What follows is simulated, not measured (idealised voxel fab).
voxel self aligned contacts: a process module
The figure presents cross-section cut, which has a width of 215 nm and is divided into square cells with an edge length of 5 nm.
A cross-section is written here as square cells arranged in a grid, and it is given in bands from the top down, each band taking up one or more rows of cells. The entry gives the band's vertical extent as a top height and a bottom height in nm, then its horizontal make-up as materials from left to right, each with a width in nm. "air" stands for empty space; a single material marked "edge to edge" fills the band edge to edge. Heads up on the height convention: 0 is the point under which the incoming wafer is all one material, and the lowest band has no bottom, it just keeps going down, like "0 down". When a width is written as two numbers, as in "30..40", the first number is the width in the top row of cells of the band and the second is the width in its bottom row, and the width changes by the same amount from each row to the next. "no modifications" means the step left every cell of the cross-section as it was. Voids not open to the top, 8 cells minimum: see "Voids lacking openings". Written width x height at distance; distance is from the left edge; nm. If you see something after the settings on a step's line, that's the simulator's own remark about that step. overlay nm: mask right of planned place by this much (step with mask). Neg. = left. From here on the document is pairs. In a pair, the cross-section before one process step comes with the cross-section after it, and the latter goes no deeper than the lowest band that changed. What lies in between, the step and its settings, is written under the pair. A pair may be from a different run of this module on the same starting wafer than the pair above it, so it continues from that pair only where its entry headed "Pre-process" says so.
[Pre-process]
    60 to 50 | SiO2=90..100; air=35..15; SiO2=90..100
    50 to 30 | SiO2=60; SiN=35; SiO2=5; air=15; SiO2=5; SiN=35; SiO2=60
    30 to 0 | SiO2=60; SiN=5; polySi=25; SiN=5; SiO2=5; air=15; SiO2=5; SiN=5; polySi=25; SiN=5; SiO2=60
    0 to -5 | SiO2 edge to edge
    -5 down | Si edge to edge
    Voids lacking openings: none
[Structure After Step]
    70 to 60 | Ru edge to edge
    60 to 50 | SiO2=90..100; Ru=35..15; SiO2=90..100
    50 to 30 | SiO2=60; SiN=35; SiO2=5; Ru=15; SiO2=5; SiN=35; SiO2=60
    30 to 0 | SiO2=60; SiN=5; polySi=25; SiN=5; SiO2=5; Ru=15; SiO2=5; SiN=5; polySi=25; SiN=5; SiO2=60
    below 0: unchanged
    Voids lacking openings: none
Step taken after the before cross-section and before the after cross-section above: FILL_DEP: material Ru, thk nm 10
Pre-process: the wafer arrives at this step looking as the after cross-section in the pair just above shows it.
[Structure After Step]
    55 to 50 | SiO2=100; Ru=15; SiO2=100
    below 50: unchanged
    Voids lacking openings: none
Step taken after the before cross-section and before the after cross-section above: CMP: height nm 55
Pre-process: the wafer arrives at this step looking as the after cross-section in the pair just above shows it.
[Structure After Step]
    60 to 55 | SiN edge to edge
    below 55: unchanged
    Voids lacking openings: none
Step taken after the before cross-section and before the after cross-section above: CONFORMAL_DEP: material SiN, thk nm 5
[Pre-process]
    55 to 50 | SiO2 edge to edge
    50 to 30 | SiO2=60; SiN=35; SiO2=25; SiN=35; SiO2=60
    30 to 0 | SiO2=60; SiN=5; polySi=25; SiN=5; SiO2=25; SiN=5; polySi=25; SiN=5; SiO2=60
    0 to -5 | SiO2 edge to edge
    -5 down | Si edge to edge
    Voids lacking openings: none
[Structure After Step]
    70 to 55 | air=85; resist=45; air=85
    below 55: unchanged
    Voids lacking openings: none
Step taken after the before cross-section and before the after cross-section above: PATTERN: tone cover, mask id CONTACT, material resist, width nm 45, thk nm 15, overlay nm 0
Pre-process: the wafer arrives at this step looking as the after cross-section in the pair just above shows it.
[Structure After Step]
    70 to 55 | air=85; resist=45; air=85
    55 to 50 | air=85; SiO2=45; air=85
    50 to 30 | air=60; SiN=35; SiO2=25; SiN=35; air=60
    30 to 0 | air=60; SiN=5; polySi=25; SiN=5; SiO2=25; SiN=5; polySi=25; SiN=5; air=60
    0 to -5 | air=60; SiO2=95; air=60
    below -5: unchanged
    Voids lacking openings: none
Step taken after the before cross-section and before the after cross-section above: DIRECTIONAL_ETCH: etch materials SiO2, depth nm 60
Pre-process: the wafer arrives at this step looking as the after cross-section in the pair just above shows it.
[Structure After Step]
    55 to 50 | air=85; SiO2=45; air=85
    below 50: unchanged
    Voids lacking openings: none
Step taken after the before cross-section and before the after cross-section above: STRIP: etch materials resist
Pre-process: the wafer arrives at this step looking as the after cross-section in the pair just above shows it.
[Structure After Step]
    60 to 55 | air=80; TiN=55; air=80
    55 to 50 | air=55; TiN=30; SiO2=45; TiN=30; air=55
    50 to 30 | air=55; TiN=5; SiN=35; SiO2=25; SiN=35; TiN=5; air=55
    30 to 0 | air=55; TiN=5; SiN=5; polySi=25; SiN=5; SiO2=25; SiN=5; polySi=25; SiN=5; TiN=5; air=55
    0 to -5 | TiN=60; SiO2=95; TiN=60
    below -5: unchanged
    Voids lacking openings: none
Step taken after the before cross-section and before the after cross-section above: CONFORMAL_DEP: material TiN, thk nm 5
Pre-process: the wafer arrives at this step looking as the after cross-section in the pair just above shows it.
[Structure After Step]
    70 to 60 | Ru edge to edge
    60 to 55 | Ru=80; TiN=55; Ru=80
    55 to 50 | Ru=55; TiN=30; SiO2=45; TiN=30; Ru=55
    50 to 30 | Ru=55; TiN=5; SiN=35; SiO2=25; SiN=35; TiN=5; Ru=55
    30 to 0 | Ru=55; TiN=5; SiN=5; polySi=25; SiN=5; SiO2=25; SiN=5; polySi=25; SiN=5; TiN=5; Ru=55
    below 0: unchanged
    Voids lacking openings: none
Step taken after the before cross-section and before the after cross-section above: FILL_DEP: material Ru, thk nm 10
Pre-process: the wafer arrives at this step looking as the after cross-section in the pair just above shows it.
[Structure After Step]
    55 to 50 | Ru=55; TiN=30; SiO2=45; TiN=30; Ru=55
    below 50: unchanged
    Voids lacking openings: none
Step taken after the before cross-section and before the after cross-section above: CMP: height nm 55
Pre-process: the wafer arrives at this step looking as the after cross-section in the pair just above shows it.
[Structure After Step]
    60 to 55 | SiN edge to edge
    below 55: unchanged
    Voids lacking openings: none
Step taken after the before cross-section and before the after cross-section above: CONFORMAL_DEP: material SiN, thk nm 5
